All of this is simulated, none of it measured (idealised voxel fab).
The following process module bears the name voxel self aligned contacts.
Cross-section cut: width 255 nm, square cells of 5 nm.
Cross-section = grid of square cells, listed top down in bands; band = one or more rows. Top height, bottom height, nm. Materials left to right, width each, nm. Single material + "throughout" = fills band edge to edge. "blank" = empty. The level at which height equals 0 is the one under which the wafer, as it arrives, is entirely one material. No lower edge exists for the bottom band, which continues downward and is notated as in "z 0 and below". Graded width ("30..40"): value in top row of band = first number; value in bottom row = second number; row-to-row change constant. Given "nothing got changed" for a step, no cell of the cross-section differs between before and after that step. Any empty space of 8 cells or more lacking an open way to the top shows up in "Catalogued sealed voids" as width x height at distance, distance from the left edge, in nm. Whatever follows a step's settings on its line is a remark the simulator itself makes about that step. The "overlay nm" setting may appear on a step's line; for a step that uses a mask, it gives how far to the right of its planned position the mask lay, and a negative value indicates the left.
[Process steps - plan]
1. RECEIVE: material Si
2. CONFORMAL_DEP: material SiO2, thk nm 5
3. DIRECTIONAL_DEP: material polySi, thk nm 30
4. DIRECTIONAL_DEP: material SiN, thk nm 25
5. DIRECTIONAL_DEP: material aC, thk nm 15
6. PATTERN: tone cover, mask id GATE, material resist, width nm 35, pitch nm 75, thk nm 35, overlay nm 0
7. DIRECTIONAL_ETCH: etch materials aC, depth nm 15
8. STRIP: etch materials resist
9. DIRECTIONAL_ETCH: etch materials SiN, depth nm 25
10. DIRECTIONAL_ETCH: etch materials polySi, depth nm 30
11. STRIP: etch materials aC
12. CONFORMAL_DEP: material SiN, thk nm 10
13. DIRECTIONAL_ETCH: etch materials SiN, depth nm 10
14. FILL_DEP: material SiO2, thk nm 15
15. CMP: height nm 70
16. MASKED_ETCH: tone open, mask id CONTACT, width nm 60, etch materials SiO2, depth nm 70, overlay nm 0
17. CONFORMAL_DEP: material TiN, thk nm 5
18. FILL_DEP: material W, thk nm 10
19. CMP: height nm 70
20. CONFORMAL_DEP: material SiN, thk nm 5
[first wafer, as planned]
[as received, after step 1]
z 0 and below  Si throughout
Catalogued sealed voids: none
[Once step 2 is through, the wafer looks like this in cross-section]
z 5 to 0  SiO2 throughout
Unchanged below 0.
[Once step 3 is through, the wafer looks like this in cross-section]
z 35 to 5  polySi throughout
Unchanged below 5.
[Once step 4 is through, the wafer looks like this in cross-section]
z 60 to 35  SiN throughout
Unchanged below 35.
[Once step 5 is through, the wafer looks like this in cross-section]
z 75 to 60  aC throughout
Unchanged below 60.
[Once step 6 is through, the wafer looks like this in cross-section]
z 110 to 75  blank 70 nm, resist 35 nm, blank 40 nm, resist 35 nm, blank 75 nm
Unchanged below 75.
[Once step 7 is through, the wafer looks like this in cross-section]
z 95 to 75  blank 70 nm, resist 35 nm, blank 40 nm, resist 35 nm, blank 75 nm
z 75 to 60  blank 70 nm, aC 35 nm, blank 40 nm, aC 35 nm, blank 75 nm
Unchanged below 60.
[Once step 8 is through, the wafer looks like this in cross-section]
z 75 to 60  blank 70 nm, aC 35 nm, blank 40 nm, aC 35 nm, blank 75 nm
Unchanged below 60.
[Once step 9 is through, the wafer looks like this in cross-section]
z 75 to 60  blank 70 nm, aC 35 nm, blank 40 nm, aC 35 nm, blank 75 nm
z 60 to 35  blank 70 nm, SiN 35 nm, blank 40 nm, SiN 35 nm, blank 75 nm
Unchanged below 35.
[Once step 10 is through, the wafer looks like this in cross-section]
z 75 to 60  blank 70 nm, aC 35 nm, blank 40 nm, aC 35 nm, blank 75 nm
z 60 to 35  blank 70 nm, SiN 35 nm, blank 40 nm, SiN 35 nm, blank 75 nm
z 35 to 5  blank 70 nm, polySi 35 nm, blank 40 nm, polySi 35 nm, blank 75 nm
Unchanged below 5.
[Once step 11 is through, the wafer looks like this in cross-section]
z 60 to 35  blank 70 nm, SiN 35 nm, blank 40 nm, SiN 35 nm, blank 75 nm
Unchanged below 35.
[Once step 12 is through, the wafer looks like this in cross-section]
z 70 to 35  blank 60 nm, SiN 55 nm, blank 20 nm, SiN 55 nm, blank 65 nm
z 35 to 15  blank 60 nm, SiN 10 nm, polySi 35 nm, SiN 10 nm, blank 20 nm, SiN 10 nm, polySi 35 nm, SiN 10 nm, blank 65 nm
z 15 to 5  SiN 70 nm, polySi 35 nm, SiN 40 nm, polySi 35 nm, SiN 75 nm
Unchanged below 5.
[Once step 13 is through, the wafer looks like this in cross-section]
z 60 to 35  blank 60 nm, SiN 55 nm, blank 20 nm, SiN 55 nm, blank 65 nm
z 35 to 5  blank 60 nm, SiN 10 nm, polySi 35 nm, SiN 10 nm, blank 20 nm, SiN 10 nm, polySi 35 nm, SiN 10 nm, blank 65 nm
Unchanged below 5.
[Once step 14 is through, the wafer looks like this in cross-section]
z 75 to 60  SiO2 throughout
z 60 to 35  SiO2 60 nm, SiN 55 nm, SiO2 20 nm, SiN 55 nm, SiO2 65 nm
z 35 to 5  SiO2 60 nm, SiN 10 nm, polySi 35 nm, SiN 10 nm, SiO2 20 nm, SiN 10 nm, polySi 35 nm, SiN 10 nm, SiO2 65 nm
Unchanged below 5.
[Once step 15 is through, the wafer looks like this in cross-section]
z 70 to 60  SiO2 throughout
Unchanged below 60.
[Once step 16 is through, the wafer looks like this in cross-section]
z 70 to 60  SiO2 95 nm, blank 60 nm, SiO2 100 nm
z 60 to 35  SiO2 60 nm, SiN 55 nm, blank 20 nm, SiN 55 nm, SiO2 65 nm
z 35 to 5  SiO2 60 nm, SiN 10 nm, polySi 35 nm, SiN 10 nm, blank 20 nm, SiN 10 nm, polySi 35 nm, SiN 10 nm, SiO2 65 nm
z 5 to 0  SiO2 115 nm, blank 20 nm, SiO2 120 nm
Unchanged below 0.
[Once step 17 is through, the wafer looks like this in cross-section]
z 75 to 70  TiN 100 nm, blank 50 nm, TiN 105 nm
z 70 to 60  SiO2 95 nm, TiN 5..25 nm, blank 50..10 nm, TiN 5..25 nm, SiO2 100 nm
z 60 to 35  SiO2 60 nm, SiN 55 nm, TiN 5 nm, blank 10 nm, TiN 5 nm, SiN 55 nm, SiO2 65 nm
z 35 to 5  SiO2 60 nm, SiN 10 nm, polySi 35 nm, SiN 10 nm, TiN 5 nm, blank 10 nm, TiN 5 nm, SiN 10 nm, polySi 35 nm, SiN 10 nm, SiO2 65 nm
z 5 to 0  SiO2 115 nm, TiN 20 nm, SiO2 120 nm
Unchanged below 0.
[Once step 18 is through, the wafer looks like this in cross-section]
z 85 to 75  W throughout
z 75 to 70  TiN 100 nm, W 50 nm, TiN 105 nm
z 70 to 60  SiO2 95 nm, TiN 5..25 nm, W 50..10 nm, TiN 5..25 nm, SiO2 100 nm
z 60 to 35  SiO2 60 nm, SiN 55 nm, TiN 5 nm, W 10 nm, TiN 5 nm, SiN 55 nm, SiO2 65 nm
z 35 to 5  SiO2 60 nm, SiN 10 nm, polySi 35 nm, SiN 10 nm, TiN 5 nm, W 10 nm, TiN 5 nm, SiN 10 nm, polySi 35 nm, SiN 10 nm, SiO2 65 nm
Unchanged below 5.
[Once step 19 is through, the wafer looks like this in cross-section]
z 70 to 60  SiO2 95 nm, TiN 5..25 nm, W 50..10 nm, TiN 5..25 nm, SiO2 100 nm
Unchanged below 60.
[Once step 20 is through, the wafer looks like this in cross-section]
z 75 to 70  SiN throughout
Unchanged below 70.
[Now the other wafer: same start, same recipe, but we messed up one thing when running it. Up to and including step 2 it's the same as the first one]
[Cross-section: second wafer, time at which step 3 was scheduled to end]
z 65 to 5  polySi throughout
Unchanged below 5.
[Cross-section: second wafer, time at which step 4 was scheduled to end]
z 90 to 65  SiN throughout
Unchanged below 65.
[Cross-section: second wafer, time at which step 5 was scheduled to end]
z 105 to 90  aC throughout
Unchanged below 90.
[Cross-section: second wafer, time at which step 6 was scheduled to end]
z 140 to 105  blank 70 nm, resist 35 nm, blank 40 nm, resist 35 nm, blank 75 nm
Unchanged below 105.
[Cross-section: second wafer, time at which step 7 was scheduled to end]
z 125 to 105  blank 70 nm, resist 35 nm, blank 40 nm, resist 35 nm, blank 75 nm
z 105 to 90  blank 70 nm, aC 35 nm, blank 40 nm, aC 35 nm, blank 75 nm
Unchanged below 90.
[Cross-section: second wafer, time at which step 8 was scheduled to end]
z 105 to 90  blank 70 nm, aC 35 nm, blank 40 nm, aC 35 nm, blank 75 nm
Unchanged below 90.
[Cross-section: second wafer, time at which step 9 was scheduled to end]
z 105 to 90  blank 70 nm, aC 35 nm, blank 40 nm, aC 35 nm, blank 75 nm
z 90 to 65  blank 70 nm, SiN 35 nm, blank 40 nm, SiN 35 nm, blank 75 nm
Unchanged below 65.
[Cross-section: second wafer, time at which step 10 was scheduled to end]
z 105 to 90  blank 70 nm, aC 35 nm, blank 40 nm, aC 35 nm, blank 75 nm
z 90 to 65  blank 70 nm, SiN 35 nm, blank 40 nm, SiN 35 nm, blank 75 nm
z 65 to 35  blank 70 nm, polySi 35 nm, blank 40 nm, polySi 35 nm, blank 75 nm
Unchanged below 35.
[Cross-section: second wafer, time at which step 11 was scheduled to end]
z 90 to 65  blank 70 nm, SiN 35 nm, blank 40 nm, SiN 35 nm, blank 75 nm
Unchanged below 65.
[Cross-section: second wafer, time at which step 12 was scheduled to end]
z 100 to 65  blank 60 nm, SiN 55 nm, blank 20 nm, SiN 55 nm, blank 65 nm
z 65 to 45  blank 60 nm, SiN 10 nm, polySi 35 nm, SiN 10 nm, blank 20 nm, SiN 10 nm, polySi 35 nm, SiN 10 nm, blank 65 nm
z 45 to 35  SiN 70 nm, polySi 35 nm, SiN 40 nm, polySi 35 nm, SiN 75 nm
Unchanged below 35.
[Cross-section: second wafer, time at which step 13 was scheduled to end]
z 90 to 65  blank 60 nm, SiN 55 nm, blank 20 nm, SiN 55 nm, blank 65 nm
z 65 to 35  blank 60 nm, SiN 10 nm, polySi 35 nm, SiN 10 nm, blank 20 nm, SiN 10 nm, polySi 35 nm, SiN 10 nm, blank 65 nm
Unchanged below 35.
[Cross-section: second wafer, time at which step 14 was scheduled to end]
z 105 to 90  SiO2 throughout
z 90 to 65  SiO2 60 nm, SiN 55 nm, SiO2 20 nm, SiN 55 nm, SiO2 65 nm
z 65 to 35  SiO2 60 nm, SiN 10 nm, polySi 35 nm, SiN 10 nm, SiO2 20 nm, SiN 10 nm, polySi 35 nm, SiN 10 nm, SiO2 65 nm
Unchanged below 35.
[Cross-section: second wafer, time at which step 15 was scheduled to end]
z 70 to 65  SiO2 60 nm, SiN 55 nm, SiO2 20 nm, SiN 55 nm, SiO2 65 nm
Unchanged below 65.
[Cross-section: second wafer, time at which step 16 was scheduled to end]
z 70 to 65  SiO2 60 nm, SiN 55 nm, blank 20 nm, SiN 55 nm, SiO2 65 nm
z 65 to 35  SiO2 60 nm, SiN 10 nm, polySi 35 nm, SiN 10 nm, blank 20 nm, SiN 10 nm, polySi 35 nm, SiN 10 nm, SiO2 65 nm
Unchanged below 35.
[Cross-section: second wafer, time at which step 17 was scheduled to end]
z 75 to 70  TiN 120 nm, blank 10 nm, TiN 125 nm
z 70 to 65  SiO2 60 nm, SiN 55 nm, TiN 5 nm, blank 10 nm, TiN 5 nm, SiN 55 nm, SiO2 65 nm
z 65 to 40  SiO2 60 nm, SiN 10 nm, polySi 35 nm, SiN 10 nm, TiN 5 nm, blank 10 nm, TiN 5 nm, SiN 10 nm, polySi 35 nm, SiN 10 nm, SiO2 65 nm
z 40 to 35  SiO2 60 nm, SiN 10 nm, polySi 35 nm, SiN 10 nm, TiN 20 nm, SiN 10 nm, polySi 35 nm, SiN 10 nm, SiO2 65 nm
Unchanged below 35.
[Cross-section: second wafer, time at which step 18 was scheduled to end]
z 85 to 75  W throughout
z 75 to 70  TiN 120 nm, W 10 nm, TiN 125 nm
z 70 to 65  SiO2 60 nm, SiN 55 nm, TiN 5 nm, W 10 nm, TiN 5 nm, SiN 55 nm, SiO2 65 nm
z 65 to 40  SiO2 60 nm, SiN 10 nm, polySi 35 nm, SiN 10 nm, TiN 5 nm, W 10 nm, TiN 5 nm, SiN 10 nm, polySi 35 nm, SiN 10 nm, SiO2 65 nm
Unchanged below 40.
[Cross-section: second wafer, time at which step 19 was scheduled to end]
z 70 to 65  SiO2 60 nm, SiN 55 nm, TiN 5 nm, W 10 nm, TiN 5 nm, SiN 55 nm, SiO2 65 nm
Unchanged below 65.
[Cross-section: second wafer, time at which step 20 was scheduled to end]
z 75 to 70  SiN throughout
Unchanged below 70.
Deviation from plan: the plan had its step 3 run twice
The closing comparison, in cells, has the second wafer with more or fewer of some materials than the first: SiN -88 | SiO2 -174 | TiN -22 | W -22 | polySi +306
